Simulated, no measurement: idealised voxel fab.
process module | voxel transistor to metal
cross-section cut | 145 nm wide | cells 5 nm
A cross-section is a grid of square cells, given in bands from the top down. A band is one or more rows of cells.
Each band's line starts with the height of the band's top and of its bottom, in nm. Then come its materials from left to right, each with its width in nm. One material with "throughout" fills the band from edge to edge. "air" is empty space.
Height 0 is the level under which the wafer as received is all one material. The lowest band goes on downwards, as in "0 down".
A width such as "30 to 40" changes by the same amount from each row of cells to the next, from the band's top row to its bottom row.
"no change" after a step means that no cell of the cross-section changed.
closed voids: empty space of 8 cells or more with no open way to the top, each as width x height at its distance from the left edge, in nm
after a step's settings: what the simulator itself notes on the step
overlay nm, on a step with a mask: how far to the right of its planned place the mask lay; to the left if negative
Each pair below shows a cross-section before one step and the cross-section after it, down to the lowest band that changed. The line under each pair gives the step between them, with its settings. The pairs can come from different runs of this module on the same starting wafer, so a pair continues from the pair above only where its "before" says so.
before
  0 down: Si throughout
  closed voids: none
after
  0 to -5: SiO2 throughout
  below -5: unchanged
  closed voids: none
the step between: op OXIDIZE | depth nm 5
before: the cross-section after the pair above
after
  15 to 0: SiN throughout
  below 0: unchanged
  closed voids: none
the step between: op CONFORMAL_DEP | material SiN | thk nm 15
before: the cross-section after the pair above
after
  25 to 15: aC throughout
  below 15: unchanged
  closed voids: none
the step between: op DIRECTIONAL_DEP | material aC | thk nm 10
before: the cross-section after the pair above
after
  55 to 25: air 20 | resist 100 | air 25
  below 25: unchanged
  closed voids: none
the step between: op PATTERN | tone cover | mask id ACTIVE | material resist | width nm 100 | thk nm 30 | overlay nm 0
before: the cross-section after the pair above
after
  45 to 25: air 20 | resist 100 | air 25
  25 to 15: air 20 | aC 100 | air 25
  below 15: unchanged
  closed voids: none
the step between: op DIRECTIONAL_ETCH | etch materials aC | depth nm 10
before: the cross-section after the pair above
after
  25 to 15: air 20 | aC 100 | air 25
  below 15: unchanged
  closed voids: none
the step between: op STRIP | etch materials resist
before: the cross-section after the pair above
after
  25 to 15: air 20 | aC 100 | air 25
  15 to 0: air 20 | SiN 100 | air 25
  below 0: unchanged
  closed voids: none
the step between: op DIRECTIONAL_ETCH | etch materials SiN | depth nm 15
before: the cross-section after the pair above
after
  25 to 15: air 20 | aC 100 | air 25
  15 to 0: air 20 | SiN 100 | air 25
  0 to -5: air 20 | SiO2 100 | air 25
  below -5: unchanged
  closed voids: none
the step between: op DIRECTIONAL_ETCH | etch materials SiO2 | depth nm 5
before: the cross-section after the pair above
after
  25 to 15: air 20 | aC 100 | air 25
  15 to 0: air 20 | SiN 100 | air 25
  0 to -5: air 20 | SiO2 100 | air 25
  -5 to -30: air 20 | Si 100 | air 25
  below -30: unchanged
  closed voids: none
the step between: op DIRECTIONAL_ETCH | etch materials Si | depth nm 25
before: the cross-section after the pair above
after
  15 to 0: air 20 | SiN 100 | air 25
  below 0: unchanged
  closed voids: none
the step between: op STRIP | etch materials aC
before: the cross-section after the pair above
after
  30 to 15: SiO2 throughout
  15 to 0: SiO2 20 | SiN 100 | SiO2 25
  0 to -5: SiO2 throughout
  -5 to -30: SiO2 20 | Si 100 | SiO2 25
  below -30: unchanged
  closed voids: none
the step between: op FILL_DEP | material SiO2 | thk nm 15
before: the cross-section after the pair above
after
  15 to 0: SiO2 20 | SiN 100 | SiO2 25
  below 0: unchanged
  closed voids: none
the step between: op CMP | height nm 15
before: the cross-section after the pair above
after
  15 to 5: air 20 | SiN 100 | air 25
  below 5: unchanged
  closed voids: none
the step between: op SELECTIVE_ETCH | etch materials SiO2 | depth nm 10
before: the cross-section after the pair above
after
  5 to 0: SiO2 20 | air 100 | SiO2 25
  below 0: unchanged
  closed voids: none
the step between: op STRIP | etch materials SiN
before: the cross-section after the pair above
after
  0 to -5: SiO2 15 | air 110 | SiO2 20
  below -5: unchanged
  closed voids: none
the step between: op SELECTIVE_ETCH | etch materials SiO2 | depth nm 5
before: the cross-section after the pair above
after
  0 to -5: SiO2 15 | air 110 | SiO2 20
  -5 to -10: SiO2 throughout
  below -10: unchanged
  closed voids: none
the step between: op OXIDIZE | depth nm 5
before: the cross-section after the pair above
after
  20 to 15: polySi 15 | air 110 | polySi 20
  15 to 0: polySi throughout
  0 to -5: SiO2 15 | polySi 110 | SiO2 20
  below -5: unchanged
  closed voids: none
the step between: op DIRECTIONAL_DEP | material polySi | thk nm 20
before: the cross-section after the pair above
after
  35 to 30: SiCN 15 | air 110 | SiCN 20
  30 to 20: SiCN throughout
  20 to 15: polySi 15 | SiCN 110 | polySi 20
  below 15: unchanged
  closed voids: none
the step between: op DIRECTIONAL_DEP | material SiCN | thk nm 15
before: the cross-section after the pair above
after
  50 to 35: air 60 | resist 20 | air 65
  35 to 30: SiCN 15 | air 45 | resist 20 | air 45 | SiCN 20
  below 30: unchanged
  closed voids: none
the step between: op PATTERN | tone cover | mask id GATE | material resist | width nm 20 | thk nm 15 | overlay nm 0
before: the cross-section after the pair above
after
  50 to 30: air 60 | resist 20 | air 65
  30 to 20: air 60 | SiCN 20 | air 65
  20 to 15: polySi 15 | air 45 | SiCN 20 | air 45 | polySi 20
  below 15: unchanged
  closed voids: none
the step between: op DIRECTIONAL_ETCH | etch materials SiCN | depth nm 25
before: the cross-section after the pair above
after
  50 to 30: air 60 | resist 20 | air 65
  30 to 15: air 60 | SiCN 20 | air 65
  15 to 0: air 60 | polySi 20 | air 65
  0 to -5: SiO2 15 | air 45 | polySi 20 | air 45 | SiO2 20
  below -5: unchanged
  closed voids: none
the step between: op DIRECTIONAL_ETCH | etch materials polySi | depth nm 30
before: the cross-section after the pair above
after
  30 to 15: air 60 | SiCN 20 | air 65
  below 15: unchanged
  closed voids: none
the step between: op STRIP | etch materials resist
before: the cross-section after the pair above
after
  35 to 30: air 55 | SiO2 30 | air 60
  30 to 15: air 55 | SiO2 5 | SiCN 20 | SiO2 5 | air 60
  15 to 5: air 55 | SiO2 5 | polySi 20 | SiO2 5 | air 60
  5 to 0: SiO2 20 | air 35 | SiO2 5 | polySi 20 | SiO2 5 | air 35 | SiO2 25
  0 to -5: SiO2 60 | polySi 20 | SiO2 65
  below -5: unchanged
  closed voids: none
the step between: op CONFORMAL_DEP | material SiO2 | thk nm 5
before: the cross-section after the pair above
after
  30 to 15: air 55 | SiO2 5 | SiCN 20 | SiO2 5 | air 60
  15 to 0: air 55 | SiO2 5 | polySi 20 | SiO2 5 | air 60
  0 to -5: SiO2 20 | air 35 | SiO2 5 | polySi 20 | SiO2 5 | air 35 | SiO2 25
  below -5: unchanged
  closed voids: none
the step between: op DIRECTIONAL_ETCH | etch materials SiO2 | depth nm 5
before: the cross-section after the pair above
after
  35 to 30: air 50 | SiN 40 | air 55
  30 to 15: air 50 | SiN 5 | SiO2 5 | SiCN 20 | SiO2 5 | SiN 5 | air 55
  15 to 5: air 50 | SiN 5 | SiO2 5 | polySi 20 | SiO2 5 | SiN 5 | air 55
  5 to 0: SiN 25 | air 25 | SiN 5 | SiO2 5 | polySi 20 | SiO2 5 | SiN 5 | air 25 | SiN 30
  0 to -5: SiO2 20 | SiN 35 | SiO2 5 | polySi 20 | SiO2 5 | SiN 35 | SiO2 25
  below -5: unchanged
  closed voids: none
the step between: op CONFORMAL_DEP | material SiN | thk nm 5
before: the cross-section after the pair above
after
  30 to 15: air 50 | SiN 5 | SiO2 5 | SiCN 20 | SiO2 5 | SiN 5 | air 55
  15 to 0: air 50 | SiN 5 | SiO2 5 | polySi 20 | SiO2 5 | SiN 5 | air 55
  0 to -5: SiO2 20 | SiN 5 | air 25 | SiN 5 | SiO2 5 | polySi 20 | SiO2 5 | SiN 5 | air 25 | SiN 5 | SiO2 25
  below -5: unchanged
  closed voids: none
the step between: op DIRECTIONAL_ETCH | etch materials SiN | depth nm 5
before: the cross-section after the pair above
after
  30 to 25: air 50 | SiN 5 | air 5 | SiCN 20 | air 5 | SiN 5 | air 55
  25 to 15: air 50 | SiN 5 | SiO2 5 | SiCN 20 | SiO2 5 | SiN 5 | air 55
  15 to 0: air 50 | SiN 5 | SiO2 5 | polySi 20 | SiO2 5 | SiN 5 | air 55
  0 to -5: air 20 | SiN 5 | air 25 | SiN 5 | SiO2 5 | polySi 20 | SiO2 5 | SiN 5 | air 25 | SiN 5 | air 25
  -5 to -10: SiO2 25 | air 25 | SiO2 40 | air 25 | SiO2 30
  below -10: unchanged
  closed voids: none
the step between: op DIRECTIONAL_ETCH | etch materials SiO2 | depth nm 5
before: the cross-section after the pair above
after
  30 to 25: air 50 | SiN 5 | air 5 | SiCN 20 | air 5 | SiN 5 | air 55
  25 to 15: air 50 | SiN 5 | SiO2 5 | SiCN 20 | SiO2 5 | SiN 5 | air 55
  15 to 0: air 50 | SiN 5 | SiO2 5 | polySi 20 | SiO2 5 | SiN 5 | air 55
  0 to -5: air 20 | SiN 5 | air 25 | SiN 5 | SiO2 5 | polySi 20 | SiO2 5 | SiN 5 | air 25 | SiN 5 | air 25
  -5 to -10: SiO2 25 | air 25 | SiO2 40 | air 25 | SiO2 30
  -10 to -20: SiO2 20 | Si 5 | air 25 | Si 40 | air 25 | Si 5 | SiO2 25
  below -20: unchanged
  closed voids: none
the step between: op DIRECTIONAL_ETCH | etch materials Si | depth nm 10
before: the cross-section after the pair above
after
  30 to 25: air 50 | SiN 5 | air 5 | SiCN 20 | air 5 | SiN 5 | air 55
  25 to 15: air 50 | SiN 5 | SiO2 5 | SiCN 20 | SiO2 5 | SiN 5 | air 55
  15 to 0: air 50 | SiN 5 | SiO2 5 | polySi 20 | SiO2 5 | SiN 5 | air 55
  0 to -5: air 20 | SiN 5 | nSi 10 | air 5 | nSi 10 | SiN 5 | SiO2 5 | polySi 20 | SiO2 5 | SiN 5 | nSi 10 | air 5 | nSi 10 | SiN 5 | air 25
  -5 to -10: SiO2 25 | nSi 10 | air 5 | nSi 10 | SiO2 40 | nSi 10 | air 5 | nSi 10 | SiO2 30
  -10 to -20: SiO2 20 | Si 5 | nSi 25 | Si 40 | nSi 25 | Si 5 | SiO2 25
  below -20: unchanged
  closed voids: none
the step between: op EPI | material nSi | thk nm 10
before: the cross-section after the pair above
after
  35 to 30: SiO2 throughout
  30 to 15: SiO2 50 | SiN 5 | SiO2 5 | SiCN 20 | SiO2 5 | SiN 5 | SiO2 55
  15 to 0: SiO2 50 | SiN 5 | SiO2 5 | polySi 20 | SiO2 5 | SiN 5 | SiO2 55
  0 to -5: SiO2 20 | SiN 5 | nSi 10 | SiO2 5 | nSi 10 | SiN 5 | SiO2 5 | polySi 20 | SiO2 5 | SiN 5 | nSi 10 | SiO2 5 | nSi 10 | SiN 5 | SiO2 25
  -5 to -10: SiO2 25 | nSi 10 | SiO2 5 | nSi 10 | SiO2 40 | nSi 10 | SiO2 5 | nSi 10 | SiO2 30
  below -10: unchanged
  closed voids: none
the step between: op FILL_DEP | material SiO2 | thk nm 5
before: the cross-section after the pair above
after
  30 to 15: SiO2 50 | SiN 5 | SiO2 5 | SiCN 20 | SiO2 5 | SiN 5 | SiO2 55
  below 15: unchanged
  closed voids: none
the step between: op CMP | height nm 30
before: the cross-section after the pair above
after
  40 to 30: SiO2 throughout
  below 30: unchanged
  closed voids: none
the step between: op DIRECTIONAL_DEP | material SiO2 | thk nm 10
before: the cross-section after the pair above
after
  60 to 40: resist 25 | air 30 | resist 30 | air 30 | resist 30
  below 40: unchanged
  closed voids: none
the step between: op PATTERN | tone open | mask id CONTACT | material resist | width nm 30 | pitch nm 60 | thk nm 20 | overlay nm 0
before: the cross-section after the pair above
after
  60 to 40: resist 25 | air 30 | resist 30 | air 30 | resist 30
  40 to 30: SiO2 25 | air 30 | SiO2 30 | air 30 | SiO2 30
  30 to 15: SiO2 25 | air 25 | SiN 5 | SiO2 5 | SiCN 20 | SiO2 5 | SiN 5 | air 25 | SiO2 30
  15 to 0: SiO2 25 | air 25 | SiN 5 | SiO2 5 | polySi 20 | SiO2 5 | SiN 5 | air 25 | SiO2 30
  0 to -5: SiO2 20 | SiN 5 | nSi 10 | air 5 | nSi 10 | SiN 5 | SiO2 5 | polySi 20 | SiO2 5 | SiN 5 | nSi 10 | air 5 | nSi 10 | SiN 5 | SiO2 25
  -5 to -10: SiO2 25 | nSi 10 | air 5 | nSi 10 | SiO2 40 | nSi 10 | air 5 | nSi 10 | SiO2 30
  below -10: unchanged
  closed voids: none
the step between: op DIRECTIONAL_ETCH | etch materials SiO2 | depth nm 50
before: the cross-section after the pair above
after
  40 to 30: SiO2 25 | air 30 | SiO2 30 | air 30 | SiO2 30
  below 30: unchanged
  closed voids: none
the step between: op STRIP | etch materials resist
before: the cross-section after the pair above
after
  45 to 40: TiN 30 | air 20 | TiN 40 | air 20 | TiN 35
  40 to 30: SiO2 25 | TiN 5 | air 20 to 15 | TiN 5 to 10 | SiO2 30 | TiN 5 to 10 | air 20 to 15 | TiN 5 | SiO2 30
  30 to 15: SiO2 25 | TiN 5 | air 15 | TiN 5 | SiN 5 | SiO2 5 | SiCN 20 | SiO2 5 | SiN 5 | TiN 5 | air 15 | TiN 5 | SiO2 30
  15 to 5: SiO2 25 | TiN 5 | air 15 | TiN 5 | SiN 5 | SiO2 5 | polySi 20 | SiO2 5 | SiN 5 | TiN 5 | air 15 | TiN 5 | SiO2 30
  5 to 0: SiO2 25 | TiN 25 | SiN 5 | SiO2 5 | polySi 20 | SiO2 5 | SiN 5 | TiN 25 | SiO2 30
  0 to -5: SiO2 20 | SiN 5 | nSi 10 | TiN 5 | nSi 10 | SiN 5 | SiO2 5 | polySi 20 | SiO2 5 | SiN 5 | nSi 10 | TiN 5 | nSi 10 | SiN 5 | SiO2 25
  -5 to -10: SiO2 25 | nSi 10 | TiN 5 | nSi 10 | SiO2 40 | nSi 10 | TiN 5 | nSi 10 | SiO2 30
  below -10: unchanged
  closed voids: none
the step between: op CONFORMAL_DEP | material TiN | thk nm 5
before: the cross-section after the pair above
after
  55 to 45: W throughout
  45 to 40: TiN 30 | W 20 | TiN 40 | W 20 | TiN 35
  40 to 30: SiO2 25 | TiN 5 | W 20 to 15 | TiN 5 to 10 | SiO2 30 | TiN 5 to 10 | W 20 to 15 | TiN 5 | SiO2 30
  30 to 15: SiO2 25 | TiN 5 | W 15 | TiN 5 | SiN 5 | SiO2 5 | SiCN 20 | SiO2 5 | SiN 5 | TiN 5 | W 15 | TiN 5 | SiO2 30
  15 to 5: SiO2 25 | TiN 5 | W 15 | TiN 5 | SiN 5 | SiO2 5 | polySi 20 | SiO2 5 | SiN 5 | TiN 5 | W 15 | TiN 5 | SiO2 30
  below 5: unchanged
  closed voids: none
the step between: op FILL_DEP | material W | thk nm 10
before: the cross-section after the pair above
after
  40 to 30: SiO2 25 | TiN 5 | W 20 to 15 | TiN 5 to 10 | SiO2 30 | TiN 5 to 10 | W 20 to 15 | TiN 5 | SiO2 30
  below 30: unchanged
  closed voids: none
the step between: op CMP | height nm 40
before: the cross-section after the pair above
after
  45 to 40: SiCN throughout
  below 40: unchanged
  closed voids: none
the step between: op CONFORMAL_DEP | material SiCN | thk nm 5
before: the cross-section after the pair above
after
  60 to 45: lowk throughout
  below 45: unchanged
  closed voids: none
the step between: op DIRECTIONAL_DEP | material lowk | thk nm 15
before: the cross-section after the pair above
after
  75 to 60: resist 25 | air 20 | resist 50 | air 20 | resist 30
  below 60: unchanged
  closed voids: none
the step between: op PATTERN | tone open | mask id METAL_1 | material resist | width nm 20 | pitch nm 70 | thk nm 15 | overlay nm 0
before: the cross-section after the pair above
after
  75 to 60: resist 25 | air 20 | resist 50 | air 20 | resist 30
  60 to 45: lowk 25 | air 20 | lowk 50 | air 20 | lowk 30
  below 45: unchanged
  closed voids: none
the step between: op DIRECTIONAL_ETCH | etch materials lowk | depth nm 15
before: the cross-section after the pair above
after
  75 to 60: resist 25 | air 20 | resist 50 | air 20 | resist 30
  60 to 45: lowk 25 | air 20 | lowk 50 | air 20 | lowk 30
  45 to 40: SiCN 25 | air 20 | SiCN 50 | air 20 | SiCN 30
  below 40: unchanged
  closed voids: none
the step between: op DIRECTIONAL_ETCH | etch materials SiCN | depth nm 5
before: the cross-section after the pair above
after
  60 to 45: lowk 25 | air 20 | lowk 50 | air 20 | lowk 30
  below 45: unchanged
  closed voids: none
the step between: op STRIP | etch materials resist
before: the cross-section after the pair above
after
  65 to 60: TiN 30 | air 10 | TiN 60 | air 10 | TiN 35
  60 to 45: lowk 25 | TiN 5 | air 10 | TiN 5 | lowk 50 | TiN 5 | air 10 | TiN 5 | lowk 30
  45 to 40: SiCN 25 | TiN 20 | SiCN 50 | TiN 20 | SiCN 30
  below 40: unchanged
  closed voids: none
the step between: op CONFORMAL_DEP | material TiN | thk nm 5
before: the cross-section after the pair above
after
  75 to 65: Cu throughout
  65 to 60: TiN 30 | Cu 10 | TiN 60 | Cu 10 | TiN 35
  60 to 45: lowk 25 | TiN 5 | Cu 10 | TiN 5 | lowk 50 | TiN 5 | Cu 10 | TiN 5 | lowk 30
  below 45: unchanged
  closed voids: none
the step between: op FILL_DEP | material Cu | thk nm 10
before: the cross-section after the pair above
after
  60 to 45: lowk 25 | TiN 5 | Cu 10 | TiN 5 | lowk 50 | TiN 5 | Cu 10 | TiN 5 | lowk 30
  below 45: unchanged
  closed voids: none
the step between: op CMP | height nm 60
before: the cross-section after the pair above
after
  65 to 60: SiCN throughout
  below 60: unchanged
  closed voids: none
the step between: op CONFORMAL_DEP | material SiCN | thk nm 5
before: the cross-section after the pair above
after
  100 to 65: SiO2 throughout
  below 65: unchanged
  closed voids: none
the step between: op DIRECTIONAL_DEP | material SiO2 | thk nm 35
before: the cross-section after the pair above
after
  110 to 100: aC throughout
  below 100: unchanged
  closed voids: none
the step between: op DIRECTIONAL_DEP | material aC | thk nm 10
before: the cross-section after the pair above
after
  135 to 110: resist 25 | air 15 | resist 55 | air 15 | resist 35
  below 110: unchanged
  closed voids: none
the step between: op PATTERN | tone open | mask id METAL_2_HOLES | material resist | width nm 15 | pitch nm 70 | thk nm 25 | overlay nm 0
before: the cross-section after the pair above
after
  125 to 110: resist 25 | air 15 | resist 55 | air 15 | resist 35
  110 to 100: aC 25 | air 15 | aC 55 | air 15 | aC 35
  below 100: unchanged
  closed voids: none
the step between: op DIRECTIONAL_ETCH | etch materials aC | depth nm 10
before: the cross-section after the pair above
after
  110 to 100: aC 25 | air 15 | aC 55 | air 15 | aC 35
  below 100: unchanged
  closed voids: none
the step between: op STRIP | etch materials resist
before: the cross-section after the pair above
after
  110 to 100: aC 25 | air 15 | aC 55 | air 15 | aC 35
  100 to 65: SiO2 25 | air 15 | SiO2 55 | air 15 | SiO2 35
  below 65: unchanged
  closed voids: none
the step between: op DIRECTIONAL_ETCH | etch materials SiO2 | depth nm 35
before: the cross-section after the pair above
after
  100 to 65: SiO2 25 | air 15 | SiO2 55 | air 15 | SiO2 35
  below 65: unchanged
  closed voids: none
the step between: op STRIP | etch materials aC
before: the cross-section after the pair above
after
  115 to 100: resist 25 | air 20 | resist 50 | air 20 | resist 30
  below 100: unchanged
  closed voids: none
the step between: op PATTERN | tone open | mask id METAL_2 | material resist | width nm 20 | pitch nm 70 | thk nm 15 | overlay nm 0
before: the cross-section after the pair above
after
  115 to 100: resist 25 | air 20 | resist 50 | air 20 | resist 30
  100 to 80: SiO2 25 | air 20 | SiO2 50 | air 20 | SiO2 30
  below 80: unchanged
  closed voids: none
the step between: op DIRECTIONAL_ETCH | etch materials SiO2 | depth nm 20
before: the cross-section after the pair above
after
  115 to 100: resist 25 | air 20 | resist 50 | air 20 | resist 30
  100 to 80: SiO2 25 | air 20 | SiO2 50 | air 20 | SiO2 30
  80 to 65: SiO2 25 | air 15 | SiO2 55 | air 15 | SiO2 35
  65 to 60: SiCN 25 | air 15 | SiCN 55 | air 15 | SiCN 35
  below 60: unchanged
  closed voids: none
the step between: op DIRECTIONAL_ETCH | etch materials SiCN | depth nm 5
before: the cross-section after the pair above
after
  100 to 80: SiO2 25 | air 20 | SiO2 50 | air 20 | SiO2 30
  below 80: unchanged
  closed voids: none
the step between: op STRIP | etch materials resist
before: the cross-section after the pair above
after
  105 to 100: TiN 30 | air 10 | TiN 60 | air 10 | TiN 35
  100 to 85: SiO2 25 | TiN 5 | air 10 | TiN 5 | SiO2 50 | TiN 5 | air 10 | TiN 5 | SiO2 30
  85 to 80: SiO2 25 | TiN 5 | air 5 | TiN 10 | SiO2 50 | TiN 5 | air 5 | TiN 10 | SiO2 30
  80 to 65: SiO2 25 | TiN 5 | air 5 | TiN 5 | SiO2 55 | TiN 5 | air 5 | TiN 5 | SiO2 35
  65 to 60: SiCN 25 | TiN 15 | SiCN 55 | TiN 15 | SiCN 35
  below 60: unchanged
  closed voids: none
the step between: op CONFORMAL_DEP | material TiN | thk nm 5
before: the cross-section after the pair above
after
  115 to 105: Cu throughout
  105 to 100: TiN 30 | Cu 10 | TiN 60 | Cu 10 | TiN 35
  100 to 85: SiO2 25 | TiN 5 | Cu 10 | TiN 5 | SiO2 50 | TiN 5 | Cu 10 | TiN 5 | SiO2 30
  85 to 80: SiO2 25 | TiN 5 | Cu 5 | TiN 10 | SiO2 50 | TiN 5 | Cu 5 | TiN 10 | SiO2 30
  80 to 65: SiO2 25 | TiN 5 | Cu 5 | TiN 5 | SiO2 55 | TiN 5 | Cu 5 | TiN 5 | SiO2 35
  below 65: unchanged
  closed voids: none
the step between: op FILL_DEP | material Cu | thk nm 10
before: the cross-section after the pair above
after
  100 to 85: SiO2 25 | TiN 5 | Cu 10 | TiN 5 | SiO2 50 | TiN 5 | Cu 10 | TiN 5 | SiO2 30
  below 85: unchanged
  closed voids: none
the step between: op CMP | height nm 100
before: the cross-section after the pair above
after
  105 to 100: SiN throughout
  below 100: unchanged
  closed voids: none
the step between: op CONFORMAL_DEP | material SiN | thk nm 5
before
  115 to 105: Cu throughout
  105 to 100: TiN 30 | Cu 10 | TiN 60 | Cu 10 | TiN 35
  100 to 85: SiO2 25 | TiN 5 | Cu 10 | TiN 5 | SiO2 50 | TiN 5 | Cu 10 | TiN 5 | SiO2 30
  85 to 80: SiO2 25 | TiN 5 | Cu 5 | TiN 10 | SiO2 50 | TiN 5 | Cu 5 | TiN 10 | SiO2 30
  80 to 65: SiO2 25 | TiN 5 | Cu 5 | TiN 5 | SiO2 55 | TiN 5 | Cu 5 | TiN 5 | SiO2 35
  65 to 60: SiCN 25 | TiN 15 | SiCN 55 | TiN 15 | SiCN 35
  60 to 45: lowk 25 | TiN 5 | Cu 10 | TiN 5 | lowk 50 | TiN 5 | Cu 10 | TiN 5 | lowk 30
  45 to 40: SiCN 25 | TiN 20 | SiCN 50 | TiN 20 | SiCN 30
  40 to 30: SiO2 25 | TiN 5 | W 20 to 15 | TiN 5 to 10 | SiO2 30 | TiN 5 to 10 | W 20 to 15 | TiN 5 | SiO2 30
  30 to 15: SiO2 25 | TiN 5 | W 15 | TiN 5 | SiN 5 | SiO2 5 | SiCN 20 | SiO2 5 | SiN 5 | TiN 5 | W 15 | TiN 5 | SiO2 30
  15 to 5: SiO2 25 | TiN 5 | W 15 | TiN 5 | SiN 5 | SiO2 5 | polySi 20 | SiO2 5 | SiN 5 | TiN 5 | W 15 | TiN 5 | SiO2 30
  5 to 0: SiO2 25 | TiN 25 | SiN 5 | SiO2 5 | polySi 20 | SiO2 5 | SiN 5 | TiN 25 | SiO2 30
  0 to -5: SiO2 20 | SiN 5 | nSi 10 | TiN 5 | nSi 10 | SiN 5 | SiO2 5 | polySi 20 | SiO2 5 | SiN 5 | nSi 10 | TiN 5 | nSi 10 | SiN 5 | SiO2 25
  -5 to -10: SiO2 25 | nSi 10 | TiN 5 | nSi 10 | SiO2 40 | nSi 10 | TiN 5 | nSi 10 | SiO2 30
  -10 to -20: SiO2 20 | Si 5 | nSi 25 | Si 40 | nSi 25 | Si 5 | SiO2 25
  -20 to -30: SiO2 20 | Si 100 | SiO2 25
  -30 down: Si throughout
  closed voids: none
after
  120 to 115: SiN throughout
  below 115: unchanged
  closed voids: none
the step between: op CONFORMAL_DEP | material SiN | thk nm 5
before
  35 to 30: SiCN 15 | air 110 | SiCN 20
  30 to 20: SiCN throughout
  20 to 15: polySi 15 | SiCN 110 | polySi 20
  15 to 0: polySi throughout
  0 to -5: SiO2 15 | polySi 110 | SiO2 20
  -5 to -10: SiO2 throughout
  -10 to -30: SiO2 20 | Si 100 | SiO2 25
  -30 down: Si throughout
  closed voids: none
after
  50 to 45: SiCN 15 | air 110 | SiCN 20
  45 to 20: SiCN throughout
  below 20: unchanged
  closed voids: none
the step between: op DIRECTIONAL_DEP | material SiCN | thk nm 15
before: the cross-section after the pair above
after
  65 to 50: air 60 | resist 20 | air 65
  50 to 45: SiCN 15 | air 45 | resist 20 | air 45 | SiCN 20
  below 45: unchanged
  closed voids: none
the step between: op PATTERN | tone cover | mask id GATE | material resist | width nm 20 | thk nm 15 | overlay nm 0
before: the cross-section after the pair above
after
  65 to 45: air 60 | resist 20 | air 65
  45 to 25: air 60 | SiCN 20 | air 65
  25 to 20: SiCN 15 | air 45 | SiCN 20 | air 45 | SiCN 20
  below 20: unchanged
  closed voids: none
the step between: op DIRECTIONAL_ETCH | etch materials SiCN | depth nm 25
before: the cross-section after the pair above
after
  45 to 25: air 60 | SiCN 20 | air 65
  below 25: unchanged
  closed voids: none
the step between: op STRIP | etch materials resist
before: the cross-section after the pair above
after
  50 to 45: air 55 | SiO2 30 | air 60
  45 to 30: air 55 | SiO2 5 | SiCN 20 | SiO2 5 | air 60
  30 to 25: SiO2 20 | air 35 | SiO2 5 | SiCN 20 | SiO2 5 | air 35 | SiO2 25
  25 to 20: SiCN 15 | SiO2 45 | SiCN 20 | SiO2 45 | SiCN 20
  below 20: unchanged
  closed voids: none
the step between: op CONFORMAL_DEP | material SiO2 | thk nm 5
before: the cross-section after the pair above
after
  45 to 25: air 55 | SiO2 5 | SiCN 20 | SiO2 5 | air 60
  25 to 20: SiCN 15 | SiO2 5 | air 35 | SiO2 5 | SiCN 20 | SiO2 5 | air 35 | SiO2 5 | SiCN 20
  below 20: unchanged
  closed voids: none
the step between: op DIRECTIONAL_ETCH | etch materials SiO2 | depth nm 5
before: the cross-section after the pair above
after
  50 to 45: air 50 | SiN 40 | air 55
  45 to 30: air 50 | SiN 5 | SiO2 5 | SiCN 20 | SiO2 5 | SiN 5 | air 55
  30 to 25: SiN 25 | air 25 | SiN 5 | SiO2 5 | SiCN 20 | SiO2 5 | SiN 5 | air 25 | SiN 30
  25 to 20: SiCN 15 | SiO2 5 | SiN 35 | SiO2 5 | SiCN 20 | SiO2 5 | SiN 35 | SiO2 5 | SiCN 20
  below 20: unchanged
  closed voids: none
the step between: op CONFORMAL_DEP | material SiN | thk nm 5
before: the cross-section after the pair above
after
  45 to 25: air 50 | SiN 5 | SiO2 5 | SiCN 20 | SiO2 5 | SiN 5 | air 55
  25 to 20: SiCN 15 | SiO2 5 | SiN 5 | air 25 | SiN 5 | SiO2 5 | SiCN 20 | SiO2 5 | SiN 5 | air 25 | SiN 5 | SiO2 5 | SiCN 20
  below 20: unchanged
  closed voids: none
the step between: op DIRECTIONAL_ETCH | etch materials SiN | depth nm 5
before: the cross-section after the pair above
after
  45 to 40: air 50 | SiN 5 | air 5 | SiCN 20 | air 5 | SiN 5 | air 55
  40 to 25: air 50 | SiN 5 | SiO2 5 | SiCN 20 | SiO2 5 | SiN 5 | air 55
  25 to 20: SiCN 15 | air 5 | SiN 5 | air 25 | SiN 5 | SiO2 5 | SiCN 20 | SiO2 5 | SiN 5 | air 25 | SiN 5 | air 5 | SiCN 20
  below 20: unchanged
  closed voids: none
the step between: op DIRECTIONAL_ETCH | etch materials SiO2 | depth nm 5
before: the cross-section after the pair above
after
  50 to 45: SiO2 throughout
  45 to 25: SiO2 50 | SiN 5 | SiO2 5 | SiCN 20 | SiO2 5 | SiN 5 | SiO2 55
  25 to 20: SiCN 15 | SiO2 5 | SiN 5 | SiO2 25 | SiN 5 | SiO2 5 | SiCN 20 | SiO2 5 | SiN 5 | SiO2 25 | SiN 5 | SiO2 5 | SiCN 20
  below 20: unchanged
  closed voids: none
the step between: op FILL_DEP | material SiO2 | thk nm 5
before: the cross-section after the pair above
after
  30 to 25: SiO2 50 | SiN 5 | SiO2 5 | SiCN 20 | SiO2 5 | SiN 5 | SiO2 55
  below 25: unchanged
  closed voids: none
the step between: op CMP | height nm 30
before: the cross-section after the pair above
after
  40 to 30: SiO2 throughout
  below 30: unchanged
  closed voids: none
the step between: op DIRECTIONAL_DEP | material SiO2 | thk nm 10
before: the cross-section after the pair above
after
  60 to 40: resist 25 | air 30 | resist 30 | air 30 | resist 30
  below 40: unchanged
  closed voids: none
the step between: op PATTERN | tone open | mask id CONTACT | material resist | width nm 30 | pitch nm 60 | thk nm 20 | overlay nm 0
before: the cross-section after the pair above
after
  60 to 40: resist 25 | air 30 | resist 30 | air 30 | resist 30
  40 to 30: SiO2 25 | air 30 | SiO2 30 | air 30 | SiO2 30
  30 to 25: SiO2 25 | air 25 | SiN 5 | SiO2 5 | SiCN 20 | SiO2 5 | SiN 5 | air 25 | SiO2 30
  25 to 20: SiCN 15 | SiO2 5 | SiN 5 | air 25 | SiN 5 | SiO2 5 | SiCN 20 | SiO2 5 | SiN 5 | air 25 | SiN 5 | SiO2 5 | SiCN 20
  below 20: unchanged
  closed voids: none
the step between: op DIRECTIONAL_ETCH | etch materials SiO2 | depth nm 50
before: the cross-section after the pair above
after
  40 to 30: SiO2 25 | air 30 | SiO2 30 | air 30 | SiO2 30
  below 30: unchanged
  closed voids: none
the step between: op STRIP | etch materials resist
before: the cross-section after the pair above
after
  45 to 40: TiN 30 | air 20 | TiN 40 | air 20 | TiN 35
  40 to 30: SiO2 25 | TiN 5 | air 20 to 15 | TiN 5 to 10 | SiO2 30 | TiN 5 to 10 | air 20 to 15 | TiN 5 | SiO2 30
  30 to 25: SiO2 25 | TiN 5 | air 15 | TiN 5 | SiN 5 | SiO2 5 | SiCN 20 | SiO2 5 | SiN 5 | TiN 5 | air 15 | TiN 5 | SiO2 30
  25 to 20: SiCN 15 | SiO2 5 | SiN 5 | TiN 25 | SiN 5 | SiO2 5 | SiCN 20 | SiO2 5 | SiN 5 | TiN 25 | SiN 5 | SiO2 5 | SiCN 20
  below 20: unchanged
  closed voids: none
the step between: op CONFORMAL_DEP | material TiN | thk nm 5
